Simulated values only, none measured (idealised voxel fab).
voxel released beams: a process module
The figure presents cross-section cut, which has a width of 295 nm and is divided into square cells with an edge length of 5 nm.
Think of the cross-section as a grid of square cells. We describe it in bands, top to bottom, and each band covers one or more rows of those cells. What a band's entry tells you: where the top is and where the bottom is, as heights in nm, and after that what lies inside, material by material from left to right, each with its width in nm. Empty space is written as the word "air", and a single material marked with the word "all across" occupies the band from edge to edge. We count height from 0. Below that, the starting wafer is all one material. The lowest band never ends at the bottom but goes on down; see "0 -> down" for how that is written. The two numbers in a width such as "30 to 40" mark its ends across the band: the first belongs to the top row of cells, the second to the bottom row, and from each row to the next the width moves by the same amount. "remains unaltered" (step): cross-section cells unchanged, all of them. Basically, "Non-vented voids" tells you about the enclosed voids: empty spaces with no open way to the top, 8 cells or bigger, each written width x height at distance, where distance is from the left edge, all in nm. Formally, on a step line, whatever follows the settings is a remark that the simulator itself makes on the step. When a step includes a mask, the "overlay nm" setting on its line states how far to the right of its planned place that mask lay, and negative values state how far to the left.

-- Below is the list of planned process steps
- 1: RECEIVE,material Si
- 2: CONFORMAL_DEP,material SiN,thk nm 5
- 3: DIRECTIONAL_DEP,material SiO2,thk nm 10
- 4: MASKED_ETCH,tone open,mask id ANCHOR,width nm 45,etch materials SiO2,depth nm 10,overlay nm 0
- 5: CONFORMAL_DEP,material TiN,thk nm 15
- 6: PATTERN,tone cover,mask id BEAM,material resist,width nm 105,thk nm 15,overlay nm 0
- 7: DIRECTIONAL_ETCH,etch materials TiN,depth nm 15
- 8: STRIP,etch materials resist
- 9: STRIP,etch materials SiO2

-- Cross-sectional view of the wafer in its as-received condition, corresponding to the state after step 1
0 -> down = Si all across
Non-vented voids: none

-- Post-module cross-section of the first of two wafers (run per plan)
30 -> 20 = 90 air / 20 TiN / 15 air / 70 TiN / 100 air
20 -> 15 = 90 air / 105 TiN / 100 air
15 -> 5 = 95 air / 45 TiN / 155 air
5 -> 0 = SiN all across
0 -> down = Si all across
Non-vented voids: none

-- This cross-section belongs to the second wafer of two at the end of the module; the start and the plan were shared with the first, and the run included one mistake
45 -> 30 = 90 air / 105 TiN / 100 air
30 -> 15 = TiN all across
15 -> 5 = 95 SiO2 / 45 TiN / 155 SiO2
5 -> 0 = SiN all across
0 -> down = Si all across
Non-vented voids: none
Run error: step 5 of the plan saw execution twice
Final comparison by cell count, materials where the second wafer has more or fewer than the first: 100 more of SiO2 | 183 more of TiN
